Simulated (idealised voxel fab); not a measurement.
Process module, titled voxel fin reveal
The width of the displayed cross-section, cut, is 290 nm; its cells are square, with a size of 5 nm.
For the purposes of this document, a cross-section shall be understood as a grid of square cells, specified as bands listed in top-to-bottom order, each band consisting of one or more rows of cells.
A band entry consists of two parts. The first gives the height of the band's top and the height of its bottom, in nm. The rest lists the band's materials from left to right, each with its width in nm. A single material labelled with the word "throughout" fills the band from edge to edge, and the word "air" marks empty space.
We count height from 0. Below that, the starting wafer is all one material. The lowest band never ends at the bottom but goes on down; see "0 -> down" for how that is written.
So if you see something like "30..40" for the width, read it as the top row of the band sitting at the first number and the bottom row at the second, with every row in between moving by the same amount as the last.
"no modifications" for a step: no cell of the cross-section changed in that step.
You'll see "Closed empty spaces" listing empty spaces that have no way open to the top, as long as they're 8 cells or more; the notation is width x height at distance, where the distance is from the left edge, and all of it is in nm.
Post-settings text on a step line: simulator's own remark regarding the step.
overlay nm, on a step with a mask: how far to the right of its planned place the mask lay; to the left if negative

These are the steps we planned for the process:
1. RECEIVE,material Si
2. CONFORMAL_DEP,material SiN,thk nm 5
3. DIRECTIONAL_DEP,material aC,thk nm 10
4. PATTERN,tone cover,mask id FINS,material resist,width nm 15,pitch nm 35,thk nm 30,overlay nm 0
5. DIRECTIONAL_ETCH,etch materials aC,depth nm 10
6. STRIP,etch materials resist
7. DIRECTIONAL_ETCH,etch materials SiN,depth nm 5
8. DIRECTIONAL_ETCH,etch materials Si,depth nm 30
9. STRIP,etch materials aC
10. OXIDIZE,depth nm 5
11. FILL_DEP,material SiO2,thk nm 15
12. CMP,height nm 5
13. SELECTIVE_ETCH,etch materials SiO2,depth nm 20
14. STRIP,etch materials SiN
15. CONFORMAL_DEP,material HfO2,thk nm 5

The first of two wafers, run as planned:

Wafer cross-section on receipt, i.e. after step 1:
> 0 -> down  Si throughout
> Closed empty spaces: none

So this is the wafer cross-section right after step 2:
> 5 -> 0  SiN throughout
> For the remainder of the cross-section, below 0, there is no change.

So this is the wafer cross-section right after step 3:
> 15 -> 5  aC throughout
> For the remainder of the cross-section, below 5, there is no change.

So this is the wafer cross-section right after step 4:
> 45 -> 15  120 of air  15 of resist  20 of air  15 of resist  120 of air
> For the remainder of the cross-section, below 15, there is no change.

So this is the wafer cross-section right after step 5:
> 35 -> 15  120 of air  15 of resist  20 of air  15 of resist  120 of air
> 15 -> 5  120 of air  15 of aC  20 of air  15 of aC  120 of air
> For the remainder of the cross-section, below 5, there is no change.

So this is the wafer cross-section right after step 6:
> 15 -> 5  120 of air  15 of aC  20 of air  15 of aC  120 of air
> For the remainder of the cross-section, below 5, there is no change.

So this is the wafer cross-section right after step 7:
> 15 -> 5  120 of air  15 of aC  20 of air  15 of aC  120 of air
> 5 -> 0  120 of air  15 of SiN  20 of air  15 of SiN  120 of air
> For the remainder of the cross-section, below 0, there is no change.

So this is the wafer cross-section right after step 8:
> 15 -> 5  120 of air  15 of aC  20 of air  15 of aC  120 of air
> 5 -> 0  120 of air  15 of SiN  20 of air  15 of SiN  120 of air
> 0 -> -30  120 of air  15 of Si  20 of air  15 of Si  120 of air
> For the remainder of the cross-section, below -30, there is no change.

So this is the wafer cross-section right after step 9:
> 5 -> 0  120 of air  15 of SiN  20 of air  15 of SiN  120 of air
> For the remainder of the cross-section, below 0, there is no change.

So this is the wafer cross-section right after step 10:
> 5 -> 0  120 of air  15 of SiN  20 of air  15 of SiN  120 of air
> 0 -> -30  120 of air  5 of SiO2  5 of Si  5 of SiO2  20 of air  5 of SiO2  5 of Si  5 of SiO2  120 of air
> -30 -> -35  125 of SiO2  5 of Si  30 of SiO2  5 of Si  125 of SiO2
> For the remainder of the cross-section, below -35, there is no change.

So this is the wafer cross-section right after step 11:
> 20 -> 5  SiO2 throughout
> 5 -> 0  120 of SiO2  15 of SiN  20 of SiO2  15 of SiN  120 of SiO2
> 0 -> -35  125 of SiO2  5 of Si  30 of SiO2  5 of Si  125 of SiO2
> For the remainder of the cross-section, below -35, there is no change.

So this is the wafer cross-section right after step 12:
> 5 -> 0  120 of SiO2  15 of SiN  20 of SiO2  15 of SiN  120 of SiO2
> For the remainder of the cross-section, below 0, there is no change.

So this is the wafer cross-section right after step 13:
> 5 -> 0  120 of air  15 of SiN  20 of air  15 of SiN  120 of air
> 0 -> -15  125 of air  5 of Si  30 of air  5 of Si  125 of air
> For the remainder of the cross-section, below -15, there is no change.

So this is the wafer cross-section right after step 14:
> 0 -> -15  125 of air  5 of Si  30 of air  5 of Si  125 of air
> For the remainder of the cross-section, below -15, there is no change.

So this is the wafer cross-section right after step 15:
> 5 -> 0  120 of air  15 of HfO2  20 of air  15 of HfO2  120 of air
> 0 -> -10  120 of air  5 of HfO2  5 of Si  5 of HfO2  20 of air  5 of HfO2  5 of Si  5 of HfO2  120 of air
> -10 -> -15  125 of HfO2  5 of Si  30 of HfO2  5 of Si  125 of HfO2
> For the remainder of the cross-section, below -15, there is no change.

Okay, second wafer. Nothing different at the start, nothing different in the plan, just one mistake somewhere in the running. As far as step 7, counting that step, it's the first wafer all over again:

Cross-section: second wafer, time at which step 8 was scheduled to end:
> 15 -> 5  120 of air  15 of aC  20 of air  15 of aC  120 of air
> 5 -> 0  120 of air  15 of SiN  20 of air  15 of SiN  120 of air
> 0 -> -35  120 of air  15 of Si  20 of air  15 of Si  120 of air
> For the remainder of the cross-section, below -35, there is no change.

Cross-section: second wafer, time at which step 9 was scheduled to end:
> 5 -> 0  120 of air  15 of SiN  20 of air  15 of SiN  120 of air
> For the remainder of the cross-section, below 0, there is no change.

Cross-section: second wafer, time at which step 10 was scheduled to end:
> 5 -> 0  120 of air  15 of SiN  20 of air  15 of SiN  120 of air
> 0 -> -35  120 of air  5 of SiO2  5 of Si  5 of SiO2  20 of air  5 of SiO2  5 of Si  5 of SiO2  120 of air
> -35 -> -40  125 of SiO2  5 of Si  30 of SiO2  5 of Si  125 of SiO2
> For the remainder of the cross-section, below -40, there is no change.

Cross-section: second wafer, time at which step 11 was scheduled to end:
> 20 -> 5  SiO2 throughout
> 5 -> 0  120 of SiO2  15 of SiN  20 of SiO2  15 of SiN  120 of SiO2
> 0 -> -40  125 of SiO2  5 of Si  30 of SiO2  5 of Si  125 of SiO2
> For the remainder of the cross-section, below -40, there is no change.

Cross-section: second wafer, time at which step 12 was scheduled to end:
> 5 -> 0  120 of SiO2  15 of SiN  20 of SiO2  15 of SiN  120 of SiO2
> For the remainder of the cross-section, below 0, there is no change.

Cross-section: second wafer, time at which step 13 was scheduled to end:
> 5 -> 0  120 of air  15 of SiN  20 of air  15 of SiN  120 of air
> 0 -> -15  125 of air  5 of Si  30 of air  5 of Si  125 of air
> For the remainder of the cross-section, below -15, there is no change.

Cross-section: second wafer, time at which step 14 was scheduled to end:
> 0 -> -15  125 of air  5 of Si  30 of air  5 of Si  125 of air
> For the remainder of the cross-section, below -15, there is no change.

Cross-section: second wafer, time at which step 15 was scheduled to end:
> 5 -> 0  120 of air  15 of HfO2  20 of air  15 of HfO2  120 of air
> 0 -> -10  120 of air  5 of HfO2  5 of Si  5 of HfO2  20 of air  5 of HfO2  5 of Si  5 of HfO2  120 of air
> -10 -> -15  125 of HfO2  5 of Si  30 of HfO2  5 of Si  125 of HfO2
> For the remainder of the cross-section, below -15, there is no change.
What was the processing mistake? it should be noted that step 8 was executed with settings other than those planned, the operation and settings actually applied being DIRECTIONAL_ETCH,etch materials Si,depth nm 35
Wafer comparison, final, in cells, second relative to first, materials more or fewer: -56 Si; +56 SiO2
